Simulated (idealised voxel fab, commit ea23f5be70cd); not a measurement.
Process module in this document: voxel capacitor over wiring
300 nm wide, 5 nm square cells: that's cross-section cut.
A cross-section is a grid of square cells, given in bands from the top down. A band is one or more rows of cells.
Band entry format. Leading values: height of top, height of bottom, nm. Remainder: materials in left-to-right order, each with its width in nm. Special words: "edge to edge" on a single material, which then fills the band edge to edge; "blank", empty space.
Beneath 0, the wafer as received is one material, and that level is where height counting begins. The lowest band goes on downward without a bottom; it is written like "top 0, no bottom".
The width entry "30->40" should be interpreted row by row: the top row of cells in the band takes the first number, the bottom row takes the second number, and the change between adjacent rows is uniform throughout.
Given "remained unchanged" for a step, no cell of the cross-section differs between before and after that step.
Closed empty spaces (no open way to the top) of 8 cells or more are what "Catalogued sealed voids" lists, each as width x height at distance from the left edge, nm for all three.
On a step's line, text after the settings is the simulator commenting on that step.
What "overlay nm" on a step's line means: if the step has a mask, that mask lay this far to the right of its planned place, or, when the value is negative, to the left.

STEPS PLANNED FOR THE PROCESS
1) op RECEIVE | material Si
2) op CONFORMAL_DEP | material SiO2 | thk nm 15
3) op CONFORMAL_DEP | material SiCN | thk nm 5
4) op DIRECTIONAL_DEP | material SiO2 | thk nm 20
5) op DIRECTIONAL_DEP | material aC | thk nm 15
6) op PATTERN | tone open | mask id METAL_1 | material resist | width nm 25 | pitch nm 80 | thk nm 30 | overlay nm 0
7) op DIRECTIONAL_ETCH | etch materials aC | depth nm 15
8) op STRIP | etch materials resist
9) op DIRECTIONAL_ETCH | etch materials SiO2 | depth nm 20
10) op DIRECTIONAL_ETCH | etch materials SiCN | depth nm 5
11) op STRIP | etch materials aC
12) op CONFORMAL_DEP | material TiN | thk nm 5
13) op FILL_DEP | material W | thk nm 5
14) op CMP | height nm 40
15) op CONFORMAL_DEP | material SiCN | thk nm 5
16) op DIRECTIONAL_DEP | material SiO2 | thk nm 10
17) op PATTERN | tone open | mask id PLUG_1 | material resist | width nm 15 | thk nm 20 | overlay nm 0
18) op DIRECTIONAL_ETCH | etch materials SiO2 | depth nm 10
19) op DIRECTIONAL_ETCH | etch materials SiCN | depth nm 5
20) op STRIP | etch materials resist
21) op CONFORMAL_DEP | material TiN | thk nm 5
22) op FILL_DEP | material Ru | thk nm 10
23) op CMP | height nm 55
24) op DIRECTIONAL_DEP | material TiN | thk nm 5
25) op DIRECTIONAL_DEP | material HfO2 | thk nm 5
26) op DIRECTIONAL_DEP | material TiN | thk nm 5
27) op MASKED_ETCH | tone cover | mask id UPPER_PLATE | width nm 60 | etch materials TiN | depth nm 5 | overlay nm 0
28) op MASKED_ETCH | tone cover | mask id UPPER_PLATE | width nm 60 | etch materials HfO2 | depth nm 5 | overlay nm 0
29) op MASKED_ETCH | tone cover | mask id LOWER_PLATE | width nm 70 | etch materials TiN | depth nm 5 | overlay nm 0
30) op FILL_DEP | material SiO2 | thk nm 20
31) op CMP | height nm 85
32) op MASKED_ETCH | tone open | mask id PLUG_2 | width nm 15 | etch materials SiO2 | depth nm 15 | overlay nm 0
33) op CONFORMAL_DEP | material TiN | thk nm 5
34) op FILL_DEP | material Ru | thk nm 5
35) op CMP | height nm 85
36) op CONFORMAL_DEP | material SiCN | thk nm 5
Heads up: all these wafers start the same, and what changes between them is the width nm in step 17. The value you see in the plan is just what the first wafer got.

THE AS-RECEIVED CROSS-SECTION OF THE FIRST OF SEVERAL WAFERS CORRESPONDS TO THE STATE AFTER STEP 1
  top 0, no bottom = Si edge to edge
  Catalogued sealed voids: none

THE ROWS OF THE TABLE BELOW ARE WAFERS. LOOKING AT THE END OF THE MODULE, A ROW COUNTS, FOR EVERY MATERIAL, THE CELLS THE WAFER HAS GAINED, SHOWN AS (+), OR LOST, SHOWN AS (-), SINCE IT WAS RECEIVED; ITS CLOSED VOIDS COME NEXT
width nm 15 | +12 HfO2 | +4 Ru | +167 SiCN | +807 SiO2 | +66 TiN | +24 W | Catalogued sealed voids: none
width nm 20 | +12 HfO2 | +6 Ru | +166 SiCN | +805 SiO2 | +67 TiN | +24 W | Catalogued sealed voids: none
width nm 25 | +12 HfO2 | +8 Ru | +165 SiCN | +803 SiO2 | +68 TiN | +24 W | Catalogued sealed voids: none
width nm 30 | +12 HfO2 | +10 Ru | +164 SiCN | +801 SiO2 | +69 TiN | +24 W | Catalogued sealed voids: none
